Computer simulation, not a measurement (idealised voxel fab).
You're looking at the process module voxel wiring stack.
We display cut, a cross-section 240 nm in width whose square cells are each 5 nm.
If you're reading a cross-section in this doc, picture square cells in a grid; it comes to you as bands, top ones listed first down to the bottom, and a band can be one or more rows of cells. A band entry consists of two parts. The first gives the height of the band's top and the height of its bottom, in nm. The rest lists the band's materials from left to right, each with its width in nm. A single material labelled with the word "everywhere" fills the band from edge to edge, and the word "air" marks empty space. Height reference: 0 = level under which incoming wafer is all one material. Lowest band: no bottom, runs on downward, e.g. "0 -> down". Per-row width for "30->40": begins at first number (top row of band), ends at second number (bottom row), increment between rows held constant. "changes: none" means the step left every cell of the cross-section as it was. The label "Trapped void list" introduces a list of the empty spaces, 8 cells or larger, that have no open way up to the top; each entry in it reads width x height at distance, where the distance is taken from the left edge and all three are stated in nm. Past the settings on a step's line: simulator remark, on that step. A step's line can hold "overlay nm"; with a mask on that step, the setting says how far right of the planned place the mask lay, while a negative setting says it lay to the left.
HERE'S WHAT THE PLANNED PROCESS STEPS LOOK LIKE
step 1: RECEIVE with material Si
step 2: CONFORMAL_DEP with material SiO2, thk nm 15
step 3: DIRECTIONAL_DEP with material TiN, thk nm 5
step 4: DIRECTIONAL_DEP with material Ru, thk nm 20
step 5: MASKED_ETCH with tone cover, mask id METAL_1, width nm 25, pitch nm 50, etch materials Ru, depth nm 20, overlay nm 0
step 6: MASKED_ETCH with tone cover, mask id METAL_1, width nm 25, pitch nm 50, etch materials TiN, depth nm 5, overlay nm 0
step 7: CONFORMAL_DEP with material SiCN, thk nm 5
step 8: FILL_DEP with material lowk, thk nm 5
step 9: CMP with height nm 40
step 10: CONFORMAL_DEP with material SiCN, thk nm 5
step 11: DIRECTIONAL_DEP with material SiO2, thk nm 20
step 12: DIRECTIONAL_DEP with material aC, thk nm 15
step 13: PATTERN with tone open, mask id PLUG_1, material resist, width nm 15, pitch nm 100, thk nm 30, overlay nm 0
step 14: DIRECTIONAL_ETCH with etch materials aC, depth nm 15
step 15: STRIP with etch materials resist
step 16: DIRECTIONAL_ETCH with etch materials SiO2, depth nm 20
step 17: DIRECTIONAL_ETCH with etch materials SiCN, depth nm 5
step 18: STRIP with etch materials aC
step 19: CONFORMAL_DEP with material TiN, thk nm 5
step 20: FILL_DEP with material Cu, thk nm 5
step 21: CMP with height nm 65
step 22: DIRECTIONAL_DEP with material TiN, thk nm 5
step 23: DIRECTIONAL_DEP with material Ru, thk nm 20
step 24: MASKED_ETCH with tone cover, mask id METAL_2, width nm 25, pitch nm 50, etch materials Ru, depth nm 20, overlay nm 0
step 25: MASKED_ETCH with tone cover, mask id METAL_2, width nm 25, pitch nm 50, etch materials TiN, depth nm 5, overlay nm 0
step 26: CONFORMAL_DEP with material SiCN, thk nm 5
step 27: FILL_DEP with material lowk, thk nm 10
step 28: CMP with height nm 90
step 29: CONFORMAL_DEP with material SiCN, thk nm 5
step 30: DIRECTIONAL_DEP with material lowk, thk nm 30
step 31: DIRECTIONAL_DEP with material aC, thk nm 15
step 32: PATTERN with tone open, mask id METAL_3, material resist, width nm 25, pitch nm 50, thk nm 35, overlay nm 0
step 33: DIRECTIONAL_ETCH with etch materials aC, depth nm 15
step 34: STRIP with etch materials resist
step 35: DIRECTIONAL_ETCH with etch materials lowk, depth nm 20
step 36: STRIP with etch materials aC
step 37: MASKED_ETCH with tone open, mask id METAL_3_HOLES, width nm 15, pitch nm 100, etch materials lowk, depth nm 10, overlay nm 0
step 38: MASKED_ETCH with tone open, mask id METAL_3_HOLES, width nm 15, pitch nm 100, etch materials SiCN, depth nm 5, overlay nm 0
step 39: CONFORMAL_DEP with material TiN, thk nm 5
step 40: FILL_DEP with material Cu, thk nm 5
step 41: CMP with height nm 125
step 42: CONFORMAL_DEP with material SiCN, thk nm 5
FIRST OF TWO WAFERS - AS PLANNED
SHOWN IN CROSS-SECTION IS THE WAFER AS RECEIVED, THAT IS, AS IT STANDS AFTER STEP 1
> 0 -> down  Si everywhere
> Trapped void list: none
SO THIS IS THE WAFER CROSS-SECTION RIGHT AFTER STEP 2
> 15 -> 0  SiO2 everywhere
> Below 0 it's all the same as before, nothing changed down there.
SO THIS IS THE WAFER CROSS-SECTION RIGHT AFTER STEP 3
> 20 -> 15  TiN everywhere
> Below 15 it's all the same as before, nothing changed down there.
SO THIS IS THE WAFER CROSS-SECTION RIGHT AFTER STEP 4
> 40 -> 20  Ru everywhere
> Below 20 it's all the same as before, nothing changed down there.
SO THIS IS THE WAFER CROSS-SECTION RIGHT AFTER STEP 5
> 40 -> 20  air 55 / Ru 25 / air 25 / Ru 25 / air 25 / Ru 25 / air 60
> Below 20 it's all the same as before, nothing changed down there.
SO THIS IS THE WAFER CROSS-SECTION RIGHT AFTER STEP 6
> 40 -> 20  air 55 / Ru 25 / air 25 / Ru 25 / air 25 / Ru 25 / air 60
> 20 -> 15  air 55 / TiN 25 / air 25 / TiN 25 / air 25 / TiN 25 / air 60
> Below 15 it's all the same as before, nothing changed down there.
SO THIS IS THE WAFER CROSS-SECTION RIGHT AFTER STEP 7
> 45 -> 40  air 50 / SiCN 35 / air 15 / SiCN 35 / air 15 / SiCN 35 / air 55
> 40 -> 20  air 50 / SiCN 5 / Ru 25 / SiCN 5 / air 15 / SiCN 5 / Ru 25 / SiCN 5 / air 15 / SiCN 5 / Ru 25 / SiCN 5 / air 55
> 20 -> 15  SiCN 55 / TiN 25 / SiCN 25 / TiN 25 / SiCN 25 / TiN 25 / SiCN 60
> Below 15 it's all the same as before, nothing changed down there.
SO THIS IS THE WAFER CROSS-SECTION RIGHT AFTER STEP 8
> 50 -> 45  lowk everywhere
> 45 -> 40  lowk 50 / SiCN 35 / lowk 15 / SiCN 35 / lowk 15 / SiCN 35 / lowk 55
> 40 -> 20  lowk 50 / SiCN 5 / Ru 25 / SiCN 5 / lowk 15 / SiCN 5 / Ru 25 / SiCN 5 / lowk 15 / SiCN 5 / Ru 25 / SiCN 5 / lowk 55
> Below 20 it's all the same as before, nothing changed down there.
SO THIS IS THE WAFER CROSS-SECTION RIGHT AFTER STEP 9
> 40 -> 20  lowk 50 / SiCN 5 / Ru 25 / SiCN 5 / lowk 15 / SiCN 5 / Ru 25 / SiCN 5 / lowk 15 / SiCN 5 / Ru 25 / SiCN 5 / lowk 55
> Below 20 it's all the same as before, nothing changed down there.
SO THIS IS THE WAFER CROSS-SECTION RIGHT AFTER STEP 10
> 45 -> 40  SiCN everywhere
> Below 40 it's all the same as before, nothing changed down there.
SO THIS IS THE WAFER CROSS-SECTION RIGHT AFTER STEP 11
> 65 -> 45  SiO2 everywhere
> Below 45 it's all the same as before, nothing changed down there.
SO THIS IS THE WAFER CROSS-SECTION RIGHT AFTER STEP 12
> 80 -> 65  aC everywhere
> Below 65 it's all the same as before, nothing changed down there.
SO THIS IS THE WAFER CROSS-SECTION RIGHT AFTER STEP 13
> 110 -> 80  resist 55 / air 15 / resist 85 / air 15 / resist 70
> Below 80 it's all the same as before, nothing changed down there.
SO THIS IS THE WAFER CROSS-SECTION RIGHT AFTER STEP 14
> 95 -> 80  resist 55 / air 15 / resist 85 / air 15 / resist 70
> 80 -> 65  aC 55 / air 15 / aC 85 / air 15 / aC 70
> Below 65 it's all the same as before, nothing changed down there.
SO THIS IS THE WAFER CROSS-SECTION RIGHT AFTER STEP 15
> 80 -> 65  aC 55 / air 15 / aC 85 / air 15 / aC 70
> Below 65 it's all the same as before, nothing changed down there.
SO THIS IS THE WAFER CROSS-SECTION RIGHT AFTER STEP 16
> 80 -> 65  aC 55 / air 15 / aC 85 / air 15 / aC 70
> 65 -> 45  SiO2 55 / air 15 / SiO2 85 / air 15 / SiO2 70
> Below 45 it's all the same as before, nothing changed down there.
SO THIS IS THE WAFER CROSS-SECTION RIGHT AFTER STEP 17
> 80 -> 65  aC 55 / air 15 / aC 85 / air 15 / aC 70
> 65 -> 45  SiO2 55 / air 15 / SiO2 85 / air 15 / SiO2 70
> 45 -> 40  SiCN 55 / air 15 / SiCN 85 / air 15 / SiCN 70
> Below 40 it's all the same as before, nothing changed down there.
SO THIS IS THE WAFER CROSS-SECTION RIGHT AFTER STEP 18
> 65 -> 45  SiO2 55 / air 15 / SiO2 85 / air 15 / SiO2 70
> Below 45 it's all the same as before, nothing changed down there.
SO THIS IS THE WAFER CROSS-SECTION RIGHT AFTER STEP 19
> 70 -> 65  TiN 60 / air 5 / TiN 95 / air 5 / TiN 75
> 65 -> 45  SiO2 55 / TiN 5 / air 5 / TiN 5 / SiO2 85 / TiN 5 / air 5 / TiN 5 / SiO2 70
> 45 -> 40  SiCN 55 / TiN 15 / SiCN 85 / TiN 15 / SiCN 70
> Below 40 it's all the same as before, nothing changed down there.
SO THIS IS THE WAFER CROSS-SECTION RIGHT AFTER STEP 20
> 75 -> 70  Cu everywhere
> 70 -> 65  TiN 60 / Cu 5 / TiN 95 / Cu 5 / TiN 75
> 65 -> 45  SiO2 55 / TiN 5 / Cu 5 / TiN 5 / SiO2 85 / TiN 5 / Cu 5 / TiN 5 / SiO2 70
> Below 45 it's all the same as before, nothing changed down there.
SO THIS IS THE WAFER CROSS-SECTION RIGHT AFTER STEP 21
> 65 -> 45  SiO2 55 / TiN 5 / Cu 5 / TiN 5 / SiO2 85 / TiN 5 / Cu 5 / TiN 5 / SiO2 70
> Below 45 it's all the same as before, nothing changed down there.
SO THIS IS THE WAFER CROSS-SECTION RIGHT AFTER STEP 22
> 70 -> 65  TiN everywhere
> Below 65 it's all the same as before, nothing changed down there.
SO THIS IS THE WAFER CROSS-SECTION RIGHT AFTER STEP 23
> 90 -> 70  Ru everywhere
> Below 70 it's all the same as before, nothing changed down there.
SO THIS IS THE WAFER CROSS-SECTION RIGHT AFTER STEP 24
> 90 -> 70  air 55 / Ru 25 / air 25 / Ru 25 / air 25 / Ru 25 / air 60
> Below 70 it's all the same as before, nothing changed down there.
SO THIS IS THE WAFER CROSS-SECTION RIGHT AFTER STEP 25
> 90 -> 70  air 55 / Ru 25 / air 25 / Ru 25 / air 25 / Ru 25 / air 60
> 70 -> 65  air 55 / TiN 25 / air 25 / TiN 25 / air 25 / TiN 25 / air 60
> Below 65 it's all the same as before, nothing changed down there.
SO THIS IS THE WAFER CROSS-SECTION RIGHT AFTER STEP 26
> 95 -> 90  air 50 / SiCN 35 / air 15 / SiCN 35 / air 15 / SiCN 35 / air 55
> 90 -> 70  air 50 / SiCN 5 / Ru 25 / SiCN 5 / air 15 / SiCN 5 / Ru 25 / SiCN 5 / air 15 / SiCN 5 / Ru 25 / SiCN 5 / air 55
> 70 -> 65  SiCN 55 / TiN 25 / SiCN 25 / TiN 25 / SiCN 25 / TiN 25 / SiCN 60
> Below 65 it's all the same as before, nothing changed down there.
SO THIS IS THE WAFER CROSS-SECTION RIGHT AFTER STEP 27
> 105 -> 95  lowk everywhere
> 95 -> 90  lowk 50 / SiCN 35 / lowk 15 / SiCN 35 / lowk 15 / SiCN 35 / lowk 55
> 90 -> 70  lowk 50 / SiCN 5 / Ru 25 / SiCN 5 / lowk 15 / SiCN 5 / Ru 25 / SiCN 5 / lowk 15 / SiCN 5 / Ru 25 / SiCN 5 / lowk 55
> Below 70 it's all the same as before, nothing changed down there.
SO THIS IS THE WAFER CROSS-SECTION RIGHT AFTER STEP 28
> 90 -> 70  lowk 50 / SiCN 5 / Ru 25 / SiCN 5 / lowk 15 / SiCN 5 / Ru 25 / SiCN 5 / lowk 15 / SiCN 5 / Ru 25 / SiCN 5 / lowk 55
> Below 70 it's all the same as before, nothing changed down there.
SO THIS IS THE WAFER CROSS-SECTION RIGHT AFTER STEP 29
> 95 -> 90  SiCN everywhere
> Below 90 it's all the same as before, nothing changed down there.
SO THIS IS THE WAFER CROSS-SECTION RIGHT AFTER STEP 30
> 125 -> 95  lowk everywhere
> Below 95 it's all the same as before, nothing changed down there.
SO THIS IS THE WAFER CROSS-SECTION RIGHT AFTER STEP 31
> 140 -> 125  aC everywhere
> Below 125 it's all the same as before, nothing changed down there.
SO THIS IS THE WAFER CROSS-SECTION RIGHT AFTER STEP 32
> 175 -> 140  resist 55 / air 25 / resist 25 / air 25 / resist 25 / air 25 / resist 60
> Below 140 it's all the same as before, nothing changed down there.
SO THIS IS THE WAFER CROSS-SECTION RIGHT AFTER STEP 33
> 160 -> 140  resist 55 / air 25 / resist 25 / air 25 / resist 25 / air 25 / resist 60
> 140 -> 125  aC 55 / air 25 / aC 25 / air 25 / aC 25 / air 25 / aC 60
> Below 125 it's all the same as before, nothing changed down there.
SO THIS IS THE WAFER CROSS-SECTION RIGHT AFTER STEP 34
> 140 -> 125  aC 55 / air 25 / aC 25 / air 25 / aC 25 / air 25 / aC 60
> Below 125 it's all the same as before, nothing changed down there.
SO THIS IS THE WAFER CROSS-SECTION RIGHT AFTER STEP 35
> 140 -> 125  aC 55 / air 25 / aC 25 / air 25 / aC 25 / air 25 / aC 60
> 125 -> 105  lowk 55 / air 25 / lowk 25 / air 25 / lowk 25 / air 25 / lowk 60
> Below 105 it's all the same as before, nothing changed down there.
SO THIS IS THE WAFER CROSS-SECTION RIGHT AFTER STEP 36
> 125 -> 105  lowk 55 / air 25 / lowk 25 / air 25 / lowk 25 / air 25 / lowk 60
> Below 105 it's all the same as before, nothing changed down there.
SO THIS IS THE WAFER CROSS-SECTION RIGHT AFTER STEP 37
> 125 -> 105  lowk 55 / air 25 / lowk 25 / air 25 / lowk 25 / air 25 / lowk 60
> 105 -> 95  lowk 55 / air 15 / lowk 85 / air 15 / lowk 70
> Below 95 it's all the same as before, nothing changed down there.
SO THIS IS THE WAFER CROSS-SECTION RIGHT AFTER STEP 38
> 125 -> 105  lowk 55 / air 25 / lowk 25 / air 25 / lowk 25 / air 25 / lowk 60
> 105 -> 95  lowk 55 / air 15 / lowk 85 / air 15 / lowk 70
> 95 -> 90  SiCN 55 / air 15 / SiCN 85 / air 15 / SiCN 70
> Below 90 it's all the same as before, nothing changed down there.
SO THIS IS THE WAFER CROSS-SECTION RIGHT AFTER STEP 39
> 130 -> 125  TiN 60 / air 15 / TiN 35 / air 15 / TiN 35 / air 15 / TiN 65
> 125 -> 110  lowk 55 / TiN 5 / air 15 / TiN 5 / lowk 25 / TiN 5 / air 15 / TiN 5 / lowk 25 / TiN 5 / air 15 / TiN 5 / lowk 60
> 110 -> 105  lowk 55 / TiN 5 / air 5 / TiN 15 / lowk 25 / TiN 25 / lowk 25 / TiN 5 / air 5 / TiN 15 / lowk 60
> 105 -> 95  lowk 55 / TiN 5 / air 5 / TiN 5 / lowk 85 / TiN 5 / air 5 / TiN 5 / lowk 70
> 95 -> 90  SiCN 55 / TiN 15 / SiCN 85 / TiN 15 / SiCN 70
> Below 90 it's all the same as before, nothing changed down there.
SO THIS IS THE WAFER CROSS-SECTION RIGHT AFTER STEP 40
> 135 -> 130  Cu everywhere
> 130 -> 125  TiN 60 / Cu 15 / TiN 35 / Cu 15 / TiN 35 / Cu 15 / TiN 65
> 125 -> 110  lowk 55 / TiN 5 / Cu 15 / TiN 5 / lowk 25 / TiN 5 / Cu 15 / TiN 5 / lowk 25 / TiN 5 / Cu 15 / TiN 5 / lowk 60
> 110 -> 105  lowk 55 / TiN 5 / Cu 5 / TiN 15 / lowk 25 / TiN 25 / lowk 25 / TiN 5 / Cu 5 / TiN 15 / lowk 60
> 105 -> 95  lowk 55 / TiN 5 / Cu 5 / TiN 5 / lowk 85 / TiN 5 / Cu 5 / TiN 5 / lowk 70
> Below 95 it's all the same as before, nothing changed down there.
SO THIS IS THE WAFER CROSS-SECTION RIGHT AFTER STEP 41
> 125 -> 110  lowk 55 / TiN 5 / Cu 15 / TiN 5 / lowk 25 / TiN 5 / Cu 15 / TiN 5 / lowk 25 / TiN 5 / Cu 15 / TiN 5 / lowk 60
> Below 110 it's all the same as before, nothing changed down there.
SO THIS IS THE WAFER CROSS-SECTION RIGHT AFTER STEP 42
> 130 -> 125  SiCN everywhere
> Below 125 it's all the same as before, nothing changed down there.
WAFER TWO. IDENTICAL START, IDENTICAL PLAN. ONE MISTAKE IN EXECUTION. IDENTICAL HISTORY THROUGH STEP 4
WHAT THE SECOND WAFER LOOKS LIKE IN CROSS-SECTION WHEN STEP 5 SHOULD HAVE WRAPPED UP
> 40 -> 20  air 60 / Ru 15 / air 35 / Ru 15 / air 35 / Ru 15 / air 65
> Below 20 it's all the same as before, nothing changed down there.
WHAT THE SECOND WAFER LOOKS LIKE IN CROSS-SECTION WHEN STEP 6 SHOULD HAVE WRAPPED UP
> 40 -> 20  air 60 / Ru 15 / air 35 / Ru 15 / air 35 / Ru 15 / air 65
> 20 -> 15  air 55 / TiN 25 / air 25 / TiN 25 / air 25 / TiN 25 / air 60
> Below 15 it's all the same as before, nothing changed down there.
WHAT THE SECOND WAFER LOOKS LIKE IN CROSS-SECTION WHEN STEP 7 SHOULD HAVE WRAPPED UP
> 45 -> 40  air 55 / SiCN 25 / air 25 / SiCN 25 / air 25 / SiCN 25 / air 60
> 40 -> 25  air 55 / SiCN 5 / Ru 15 / SiCN 5 / air 25 / SiCN 5 / Ru 15 / SiCN 5 / air 25 / SiCN 5 / Ru 15 / SiCN 5 / air 60
> 25 -> 20  air 50 / SiCN 10 / Ru 15 / SiCN 10 / air 15 / SiCN 10 / Ru 15 / SiCN 10 / air 15 / SiCN 10 / Ru 15 / SiCN 10 / air 55
> 20 -> 15  SiCN 55 / TiN 25 / SiCN 25 / TiN 25 / SiCN 25 / TiN 25 / SiCN 60
> Below 15 it's all the same as before, nothing changed down there.
WHAT THE SECOND WAFER LOOKS LIKE IN CROSS-SECTION WHEN STEP 8 SHOULD HAVE WRAPPED UP
> 50 -> 45  lowk everywhere
> 45 -> 40  lowk 55 / SiCN 25 / lowk 25 / SiCN 25 / lowk 25 / SiCN 25 / lowk 60
> 40 -> 25  lowk 55 / SiCN 5 / Ru 15 / SiCN 5 / lowk 25 / SiCN 5 / Ru 15 / SiCN 5 / lowk 25 / SiCN 5 / Ru 15 / SiCN 5 / lowk 60
> 25 -> 20  lowk 50 / SiCN 10 / Ru 15 / SiCN 10 / lowk 15 / SiCN 10 / Ru 15 / SiCN 10 / lowk 15 / SiCN 10 / Ru 15 / SiCN 10 / lowk 55
> Below 20 it's all the same as before, nothing changed down there.
WHAT THE SECOND WAFER LOOKS LIKE IN CROSS-SECTION WHEN STEP 9 SHOULD HAVE WRAPPED UP
> 40 -> 25  lowk 55 / SiCN 5 / Ru 15 / SiCN 5 / lowk 25 / SiCN 5 / Ru 15 / SiCN 5 / lowk 25 / SiCN 5 / Ru 15 / SiCN 5 / lowk 60
> Below 25 it's all the same as before, nothing changed down there.
WHAT THE SECOND WAFER LOOKS LIKE IN CROSS-SECTION WHEN STEP 10 SHOULD HAVE WRAPPED UP
> 45 -> 40  SiCN everywhere
> Below 40 it's all the same as before, nothing changed down there.
WHAT THE SECOND WAFER LOOKS LIKE IN CROSS-SECTION WHEN STEP 11 SHOULD HAVE WRAPPED UP
> 65 -> 45  SiO2 everywhere
> Below 45 it's all the same as before, nothing changed down there.
WHAT THE SECOND WAFER LOOKS LIKE IN CROSS-SECTION WHEN STEP 12 SHOULD HAVE WRAPPED UP
> 80 -> 65  aC everywhere
> Below 65 it's all the same as before, nothing changed down there.
WHAT THE SECOND WAFER LOOKS LIKE IN CROSS-SECTION WHEN STEP 13 SHOULD HAVE WRAPPED UP
> 110 -> 80  resist 55 / air 15 / resist 85 / air 15 / resist 70
> Below 80 it's all the same as before, nothing changed down there.
WHAT THE SECOND WAFER LOOKS LIKE IN CROSS-SECTION WHEN STEP 14 SHOULD HAVE WRAPPED UP
> 95 -> 80  resist 55 / air 15 / resist 85 / air 15 / resist 70
> 80 -> 65  aC 55 / air 15 / aC 85 / air 15 / aC 70
> Below 65 it's all the same as before, nothing changed down there.
WHAT THE SECOND WAFER LOOKS LIKE IN CROSS-SECTION WHEN STEP 15 SHOULD HAVE WRAPPED UP
> 80 -> 65  aC 55 / air 15 / aC 85 / air 15 / aC 70
> Below 65 it's all the same as before, nothing changed down there.
WHAT THE SECOND WAFER LOOKS LIKE IN CROSS-SECTION WHEN STEP 16 SHOULD HAVE WRAPPED UP
> 80 -> 65  aC 55 / air 15 / aC 85 / air 15 / aC 70
> 65 -> 45  SiO2 55 / air 15 / SiO2 85 / air 15 / SiO2 70
> Below 45 it's all the same as before, nothing changed down there.
WHAT THE SECOND WAFER LOOKS LIKE IN CROSS-SECTION WHEN STEP 17 SHOULD HAVE WRAPPED UP
> 80 -> 65  aC 55 / air 15 / aC 85 / air 15 / aC 70
> 65 -> 45  SiO2 55 / air 15 / SiO2 85 / air 15 / SiO2 70
> 45 -> 40  SiCN 55 / air 15 / SiCN 85 / air 15 / SiCN 70
> Below 40 it's all the same as before, nothing changed down there.
WHAT THE SECOND WAFER LOOKS LIKE IN CROSS-SECTION WHEN STEP 18 SHOULD HAVE WRAPPED UP
> 65 -> 45  SiO2 55 / air 15 / SiO2 85 / air 15 / SiO2 70
> Below 45 it's all the same as before, nothing changed down there.
WHAT THE SECOND WAFER LOOKS LIKE IN CROSS-SECTION WHEN STEP 19 SHOULD HAVE WRAPPED UP
> 70 -> 65  TiN 60 / air 5 / TiN 95 / air 5 / TiN 75
> 65 -> 45  SiO2 55 / TiN 5 / air 5 / TiN 5 / SiO2 85 / TiN 5 / air 5 / TiN 5 / SiO2 70
> 45 -> 40  SiCN 55 / TiN 15 / SiCN 85 / TiN 15 / SiCN 70
> Below 40 it's all the same as before, nothing changed down there.
WHAT THE SECOND WAFER LOOKS LIKE IN CROSS-SECTION WHEN STEP 20 SHOULD HAVE WRAPPED UP
> 75 -> 70  Cu everywhere
> 70 -> 65  TiN 60 / Cu 5 / TiN 95 / Cu 5 / TiN 75
> 65 -> 45  SiO2 55 / TiN 5 / Cu 5 / TiN 5 / SiO2 85 / TiN 5 / Cu 5 / TiN 5 / SiO2 70
> Below 45 it's all the same as before, nothing changed down there.
WHAT THE SECOND WAFER LOOKS LIKE IN CROSS-SECTION WHEN STEP 21 SHOULD HAVE WRAPPED UP
> 65 -> 45  SiO2 55 / TiN 5 / Cu 5 / TiN 5 / SiO2 85 / TiN 5 / Cu 5 / TiN 5 / SiO2 70
> Below 45 it's all the same as before, nothing changed down there.
WHAT THE SECOND WAFER LOOKS LIKE IN CROSS-SECTION WHEN STEP 22 SHOULD HAVE WRAPPED UP
> 70 -> 65  TiN everywhere
> Below 65 it's all the same as before, nothing changed down there.
WHAT THE SECOND WAFER LOOKS LIKE IN CROSS-SECTION WHEN STEP 23 SHOULD HAVE WRAPPED UP
> 90 -> 70  Ru everywhere
> Below 70 it's all the same as before, nothing changed down there.
WHAT THE SECOND WAFER LOOKS LIKE IN CROSS-SECTION WHEN STEP 24 SHOULD HAVE WRAPPED UP
> 90 -> 70  air 55 / Ru 25 / air 25 / Ru 25 / air 25 / Ru 25 / air 60
> Below 70 it's all the same as before, nothing changed down there.
WHAT THE SECOND WAFER LOOKS LIKE IN CROSS-SECTION WHEN STEP 25 SHOULD HAVE WRAPPED UP
> 90 -> 70  air 55 / Ru 25 / air 25 / Ru 25 / air 25 / Ru 25 / air 60
> 70 -> 65  air 55 / TiN 25 / air 25 / TiN 25 / air 25 / TiN 25 / air 60
> Below 65 it's all the same as before, nothing changed down there.
WHAT THE SECOND WAFER LOOKS LIKE IN CROSS-SECTION WHEN STEP 26 SHOULD HAVE WRAPPED UP
> 95 -> 90  air 50 / SiCN 35 / air 15 / SiCN 35 / air 15 / SiCN 35 / air 55
> 90 -> 70  air 50 / SiCN 5 / Ru 25 / SiCN 5 / air 15 / SiCN 5 / Ru 25 / SiCN 5 / air 15 / SiCN 5 / Ru 25 / SiCN 5 / air 55
> 70 -> 65  SiCN 55 / TiN 25 / SiCN 25 / TiN 25 / SiCN 25 / TiN 25 / SiCN 60
> Below 65 it's all the same as before, nothing changed down there.
WHAT THE SECOND WAFER LOOKS LIKE IN CROSS-SECTION WHEN STEP 27 SHOULD HAVE WRAPPED UP
> 105 -> 95  lowk everywhere
> 95 -> 90  lowk 50 / SiCN 35 / lowk 15 / SiCN 35 / lowk 15 / SiCN 35 / lowk 55
> 90 -> 70  lowk 50 / SiCN 5 / Ru 25 / SiCN 5 / lowk 15 / SiCN 5 / Ru 25 / SiCN 5 / lowk 15 / SiCN 5 / Ru 25 / SiCN 5 / lowk 55
> Below 70 it's all the same as before, nothing changed down there.
WHAT THE SECOND WAFER LOOKS LIKE IN CROSS-SECTION WHEN STEP 28 SHOULD HAVE WRAPPED UP
> 90 -> 70  lowk 50 / SiCN 5 / Ru 25 / SiCN 5 / lowk 15 / SiCN 5 / Ru 25 / SiCN 5 / lowk 15 / SiCN 5 / Ru 25 / SiCN 5 / lowk 55
> Below 70 it's all the same as before, nothing changed down there.
WHAT THE SECOND WAFER LOOKS LIKE IN CROSS-SECTION WHEN STEP 29 SHOULD HAVE WRAPPED UP
> 95 -> 90  SiCN everywhere
> Below 90 it's all the same as before, nothing changed down there.
WHAT THE SECOND WAFER LOOKS LIKE IN CROSS-SECTION WHEN STEP 30 SHOULD HAVE WRAPPED UP
> 125 -> 95  lowk everywhere
> Below 95 it's all the same as before, nothing changed down there.
WHAT THE SECOND WAFER LOOKS LIKE IN CROSS-SECTION WHEN STEP 31 SHOULD HAVE WRAPPED UP
> 140 -> 125  aC everywhere
> Below 125 it's all the same as before, nothing changed down there.
WHAT THE SECOND WAFER LOOKS LIKE IN CROSS-SECTION WHEN STEP 32 SHOULD HAVE WRAPPED UP
> 175 -> 140  resist 55 / air 25 / resist 25 / air 25 / resist 25 / air 25 / resist 60
> Below 140 it's all the same as before, nothing changed down there.
WHAT THE SECOND WAFER LOOKS LIKE IN CROSS-SECTION WHEN STEP 33 SHOULD HAVE WRAPPED UP
> 160 -> 140  resist 55 / air 25 / resist 25 / air 25 / resist 25 / air 25 / resist 60
> 140 -> 125  aC 55 / air 25 / aC 25 / air 25 / aC 25 / air 25 / aC 60
> Below 125 it's all the same as before, nothing changed down there.
WHAT THE SECOND WAFER LOOKS LIKE IN CROSS-SECTION WHEN STEP 34 SHOULD HAVE WRAPPED UP
> 140 -> 125  aC 55 / air 25 / aC 25 / air 25 / aC 25 / air 25 / aC 60
> Below 125 it's all the same as before, nothing changed down there.
WHAT THE SECOND WAFER LOOKS LIKE IN CROSS-SECTION WHEN STEP 35 SHOULD HAVE WRAPPED UP
> 140 -> 125  aC 55 / air 25 / aC 25 / air 25 / aC 25 / air 25 / aC 60
> 125 -> 105  lowk 55 / air 25 / lowk 25 / air 25 / lowk 25 / air 25 / lowk 60
> Below 105 it's all the same as before, nothing changed down there.
WHAT THE SECOND WAFER LOOKS LIKE IN CROSS-SECTION WHEN STEP 36 SHOULD HAVE WRAPPED UP
> 125 -> 105  lowk 55 / air 25 / lowk 25 / air 25 / lowk 25 / air 25 / lowk 60
> Below 105 it's all the same as before, nothing changed down there.
WHAT THE SECOND WAFER LOOKS LIKE IN CROSS-SECTION WHEN STEP 37 SHOULD HAVE WRAPPED UP
> 125 -> 105  lowk 55 / air 25 / lowk 25 / air 25 / lowk 25 / air 25 / lowk 60
> 105 -> 95  lowk 55 / air 15 / lowk 85 / air 15 / lowk 70
> Below 95 it's all the same as before, nothing changed down there.
WHAT THE SECOND WAFER LOOKS LIKE IN CROSS-SECTION WHEN STEP 38 SHOULD HAVE WRAPPED UP
> 125 -> 105  lowk 55 / air 25 / lowk 25 / air 25 / lowk 25 / air 25 / lowk 60
> 105 -> 95  lowk 55 / air 15 / lowk 85 / air 15 / lowk 70
> 95 -> 90  SiCN 55 / air 15 / SiCN 85 / air 15 / SiCN 70
> Below 90 it's all the same as before, nothing changed down there.
WHAT THE SECOND WAFER LOOKS LIKE IN CROSS-SECTION WHEN STEP 39 SHOULD HAVE WRAPPED UP
> 130 -> 125  TiN 60 / air 15 / TiN 35 / air 15 / TiN 35 / air 15 / TiN 65
> 125 -> 110  lowk 55 / TiN 5 / air 15 / TiN 5 / lowk 25 / TiN 5 / air 15 / TiN 5 / lowk 25 / TiN 5 / air 15 / TiN 5 / lowk 60
> 110 -> 105  lowk 55 / TiN 5 / air 5 / TiN 15 / lowk 25 / TiN 25 / lowk 25 / TiN 5 / air 5 / TiN 15 / lowk 60
> 105 -> 95  lowk 55 / TiN 5 / air 5 / TiN 5 / lowk 85 / TiN 5 / air 5 / TiN 5 / lowk 70
> 95 -> 90  SiCN 55 / TiN 15 / SiCN 85 / TiN 15 / SiCN 70
> Below 90 it's all the same as before, nothing changed down there.
WHAT THE SECOND WAFER LOOKS LIKE IN CROSS-SECTION WHEN STEP 40 SHOULD HAVE WRAPPED UP
> 135 -> 130  Cu everywhere
> 130 -> 125  TiN 60 / Cu 15 / TiN 35 / Cu 15 / TiN 35 / Cu 15 / TiN 65
> 125 -> 110  lowk 55 / TiN 5 / Cu 15 / TiN 5 / lowk 25 / TiN 5 / Cu 15 / TiN 5 / lowk 25 / TiN 5 / Cu 15 / TiN 5 / lowk 60
> 110 -> 105  lowk 55 / TiN 5 / Cu 5 / TiN 15 / lowk 25 / TiN 25 / lowk 25 / TiN 5 / Cu 5 / TiN 15 / lowk 60
> 105 -> 95  lowk 55 / TiN 5 / Cu 5 / TiN 5 / lowk 85 / TiN 5 / Cu 5 / TiN 5 / lowk 70
> Below 95 it's all the same as before, nothing changed down there.
WHAT THE SECOND WAFER LOOKS LIKE IN CROSS-SECTION WHEN STEP 41 SHOULD HAVE WRAPPED UP
> 125 -> 110  lowk 55 / TiN 5 / Cu 15 / TiN 5 / lowk 25 / TiN 5 / Cu 15 / TiN 5 / lowk 25 / TiN 5 / Cu 15 / TiN 5 / lowk 60
> Below 110 it's all the same as before, nothing changed down there.
WHAT THE SECOND WAFER LOOKS LIKE IN CROSS-SECTION WHEN STEP 42 SHOULD HAVE WRAPPED UP
> 130 -> 125  SiCN everywhere
> Below 125 it's all the same as before, nothing changed down there.
Deviation noted in wafer processing: note that step 5 departed from the planned setting and was carried out as MASKED_ETCH with tone cover, mask id METAL_1, width nm 15, pitch nm 50, etch materials Ru, depth nm 20, overlay nm 0
Final wafer comparison in cells, second versus first, more or fewer per material: Ru -24 | SiCN +6 | lowk +18
